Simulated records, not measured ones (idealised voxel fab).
process module | voxel self aligned vias
cross-section cut | 190 nm wide | cells 5 nm
A cross-section is a grid of square cells, given in bands from the top down. A band is one or more rows of cells.
Each band's line starts with the height of the band's top and of its bottom, in nm. Then come its materials from left to right, each with its width in nm. One material with "throughout" fills the band from edge to edge. "air" is empty space.
Height 0 is the level under which the wafer as received is all one material. The lowest band goes on downwards, as in "0 down".
A width such as "30 to 40" changes by the same amount from each row of cells to the next, from the band's top row to its bottom row.
"no change" after a step means that no cell of the cross-section changed.
closed voids: empty space of 8 cells or more with no open way to the top, each as width x height at its distance from the left edge, in nm
after a step's settings: what the simulator itself notes on the step
overlay nm, on a step with a mask: how far to the right of its planned place the mask lay; to the left if negative
plan
1 op RECEIVE | material Si
2 op CONFORMAL_DEP | material SiO2 | thk nm 15
3 op CONFORMAL_DEP | material SiCN | thk nm 5
4 op DIRECTIONAL_DEP | material SiO2 | thk nm 30
5 op PATTERN | tone open | mask id LINES | material resist | width nm 20 | pitch nm 60 | thk nm 20 | overlay nm 0
6 op DIRECTIONAL_ETCH | etch materials SiO2 | depth nm 30
7 op STRIP | etch materials resist
8 op CONFORMAL_DEP | material TiN | thk nm 5
9 op FILL_DEP | material Ru | thk nm 10
10 op CMP | height nm 50
11 op SELECTIVE_ETCH | etch materials W Ru TiN | depth nm 5
12 op FILL_DEP | material SiN | thk nm 10
13 op CMP | height nm 50
14 op DIRECTIONAL_DEP | material SiO2 | thk nm 15
15 op PATTERN | tone open | mask id VIAS | material resist | width nm 40 | thk nm 15 | overlay nm 0
16 op DIRECTIONAL_ETCH | etch materials SiO2 | depth nm 15
17 op DIRECTIONAL_ETCH | etch materials SiN | depth nm 5
18 op STRIP | etch materials resist
19 op CONFORMAL_DEP | material TiN | thk nm 5
20 op FILL_DEP | material Ru | thk nm 5
21 op CMP | height nm 65
22 op CONFORMAL_DEP | material SiN | thk nm 5
as received, after step 1
  0 down: Si throughout
  closed voids: none
first wafer at the end, as planned
  70 to 65: SiN throughout
  65 to 55: SiO2 45 | TiN 5 | Ru 30 | TiN 5 | SiO2 105
  55 to 50: SiO2 45 | TiN 15 | Ru 10 | TiN 15 | SiO2 105
  50 to 45: SiO2 55 | TiN 20 | SiO2 40 | SiN 20 | SiO2 55
  45 to 25: SiO2 55 | TiN 5 | Ru 10 | TiN 5 | SiO2 40 | TiN 5 | Ru 10 | TiN 5 | SiO2 55
  25 to 20: SiO2 55 | TiN 20 | SiO2 40 | TiN 20 | SiO2 55
  20 to 15: SiCN throughout
  15 to 0: SiO2 throughout
  0 down: Si throughout
  closed voids: none
second wafer at the end: like start, like plan, one mistake
  70 to 65: SiN throughout
  65 to 55: SiO2 45 | TiN 5 | Ru 35 | TiN 5 | SiO2 100
  55 to 50: SiO2 45 | TiN 15 | Ru 10 | TiN 20 | SiO2 100
  50 to 45: SiO2 55 | TiN 20 | SiO2 40 | SiN 20 | SiO2 55
  45 to 25: SiO2 55 | TiN 5 | Ru 10 | TiN 5 | SiO2 40 | TiN 5 | Ru 10 | TiN 5 | SiO2 55
  25 to 20: SiO2 55 | TiN 20 | SiO2 40 | TiN 20 | SiO2 55
  20 to 15: SiCN throughout
  15 to 0: SiO2 throughout
  0 down: Si throughout
  closed voids: none
what went wrong: step 15 ran as: op PATTERN | tone open | mask id VIAS | material resist | width nm 45 | thk nm 15 | overlay nm 0
at the end the second wafer has, in cells: 2 more of Ru | 3 fewer of SiO2 | 1 more of TiN
